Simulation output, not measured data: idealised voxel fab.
voxel capacitor over wiring: a process module
This is section cut - it's 245 nm across, gridded in 5 nm square cells.
Square cells in a grid make up a cross-section in this document, and the grid is given as bands, listed from the top down, each one or more rows of cells.
The band entry comprises the height of the band's top followed by the height of its bottom, expressed in nm, and subsequently the band's materials from left to right, each stated together with its width in nm. Where a single material is marked with the word "edge to edge", that material fills the band from edge to edge. The word "blank" represents empty space.
Counting heights begins at 0, where everything beneath is, in the wafer as received, one material. The lowest band has no bottom; it goes on downwards, as "0..down" shows.
A width such as "30->40" changes by the same amount from each row of cells to the next, from the band's top row to its bottom row.
When a step is marked "no change occurred", none of the cells in the cross-section changed during that step.
Empty spaces counting at least 8 cells and having no open way to the top are listed in "Listed closed voids". The notation width x height at distance is used for each, the distance being from the left edge and all three values in nm.
On a step's line, text after the settings is the simulator commenting on that step.
Among the settings permitted on a step's line is "overlay nm"; applied to a step with a mask, it specifies the extent to which the mask lay to the right of its planned position, whereas a negative figure signifies a position to the left.

### The planned process steps are enumerated hereunder
1) RECEIVE,material Si
2) CONFORMAL_DEP,material SiO2,thk nm 10
3) CONFORMAL_DEP,material SiN,thk nm 5
4) DIRECTIONAL_DEP,material SiO2,thk nm 15
5) PATTERN,tone open,mask id METAL_1,material resist,width nm 30,pitch nm 95,thk nm 20,overlay nm 0
6) DIRECTIONAL_ETCH,etch materials SiO2,depth nm 15
7) DIRECTIONAL_ETCH,etch materials SiN,depth nm 5
8) STRIP,etch materials resist
9) CONFORMAL_DEP,material TiN,thk nm 5
10) FILL_DEP,material W,thk nm 5
11) CMP,height nm 30
12) EPI,material Ru,thk nm 5
13) FILL_DEP,material SiCN,thk nm 5
14) DIRECTIONAL_DEP,material lowk,thk nm 20
15) DIRECTIONAL_DEP,material aC,thk nm 10
16) PATTERN,tone open,mask id PLUG_1,material resist,width nm 15,thk nm 30,overlay nm 0
17) DIRECTIONAL_ETCH,etch materials aC,depth nm 10
18) STRIP,etch materials resist
19) DIRECTIONAL_ETCH,etch materials lowk,depth nm 20
20) DIRECTIONAL_ETCH,etch materials SiCN,depth nm 5
21) STRIP,etch materials aC
22) EPI,material Ru,thk nm 10
23) EPI,material Ru,thk nm 10
24) EPI,material Ru,thk nm 5
25) DIRECTIONAL_DEP,material TiN,thk nm 5
26) DIRECTIONAL_DEP,material Al2O3,thk nm 5
27) DIRECTIONAL_DEP,material TiN,thk nm 5
28) PATTERN,tone cover,mask id UPPER_PLATE,material resist,width nm 70,thk nm 20,overlay nm 0
29) DIRECTIONAL_ETCH,etch materials TiN,depth nm 5
30) DIRECTIONAL_ETCH,etch materials Al2O3,depth nm 5
31) STRIP,etch materials resist
32) DIRECTIONAL_DEP,material aC,thk nm 10
33) PATTERN,tone cover,mask id LOWER_PLATE,material resist,width nm 80,thk nm 30,overlay nm 0
34) DIRECTIONAL_ETCH,etch materials aC,depth nm 10
35) STRIP,etch materials resist
36) DIRECTIONAL_ETCH,etch materials TiN,depth nm 5
37) STRIP,etch materials aC
38) FILL_DEP,material SiO2,thk nm 15
39) CMP,height nm 85
40) PATTERN,tone open,mask id PLUG_2,material resist,width nm 15,thk nm 15,overlay nm 0
41) DIRECTIONAL_ETCH,etch materials SiO2,depth nm 10
42) STRIP,etch materials resist
43) CONFORMAL_DEP,material TiN,thk nm 5
44) FILL_DEP,material Cu,thk nm 5
45) CMP,height nm 85
46) CONFORMAL_DEP,material SiCN,thk nm 5

### Cross-sectional view of the wafer in its as-received condition, corresponding to the state after step 1
> 0..down = Si edge to edge
> Listed closed voids: none

### The first of two wafers, cross-sectioned at the end of the module, with the run proceeding as planned
> 90..85 = SiCN edge to edge
> 85..80 = 85 of SiO2 | 5 of TiN | 5 of Cu | 5 of TiN | 145 of SiO2
> 80..70 = 85->75 of SiO2 | 15->70 of TiN | 145->100 of SiO2
> 70..65 = 75 of SiO2 | 70 of Al2O3 | 100 of SiO2
> 65..60 = 70 of SiO2 | 80 of TiN | 95 of SiO2
> 60..40 = 75 of lowk | 15 of Ru | 155 of lowk
> 40..35 = 75 of SiCN | 15 of Ru | 155 of SiCN
> 35..30 = 55 of SiCN | 40 of Ru | 55 of SiCN | 40 of Ru | 55 of SiCN
> 30..15 = 60 of SiO2 | 5 of TiN | 20 of W | 5 of TiN | 65 of SiO2 | 5 of TiN | 20 of W | 5 of TiN | 60 of SiO2
> 15..10 = 60 of SiN | 30 of TiN | 65 of SiN | 30 of TiN | 60 of SiN
> 10..0 = SiO2 edge to edge
> 0..down = Si edge to edge
> Listed closed voids: none

### Wafer two (of two), end-of-module cross-section: start = wafer one, plan = wafer one, one run mistake
> 90..85 = SiCN edge to edge
> 85..80 = 85 of SiO2 | 5 of TiN | 5 of Cu | 5 of TiN | 145 of SiO2
> 80..70 = 85->75 of SiO2 | 15->70 of TiN | 145->100 of SiO2
> 70..65 = 70 of SiO2 | 80 of TiN | 95 of SiO2
> 65..60 = Al2O3 edge to edge
> 60..40 = 75 of lowk | 15 of Ru | 155 of lowk
> 40..35 = 75 of SiCN | 15 of Ru | 155 of SiCN
> 35..30 = 55 of SiCN | 40 of Ru | 55 of SiCN | 40 of Ru | 55 of SiCN
> 30..15 = 60 of SiO2 | 5 of TiN | 20 of W | 5 of TiN | 65 of SiO2 | 5 of TiN | 20 of W | 5 of TiN | 60 of SiO2
> 15..10 = 60 of SiN | 30 of TiN | 65 of SiN | 30 of TiN | 60 of SiN
> 10..0 = SiO2 edge to edge
> 0..down = Si edge to edge
> Listed closed voids: none
Here's what went sideways: ran 25 and 26 in swapped order versus the plan
Count the cells at the end and the second wafer has more or fewer of some materials than the first: Al2O3: 35 more, SiO2: 35 fewer
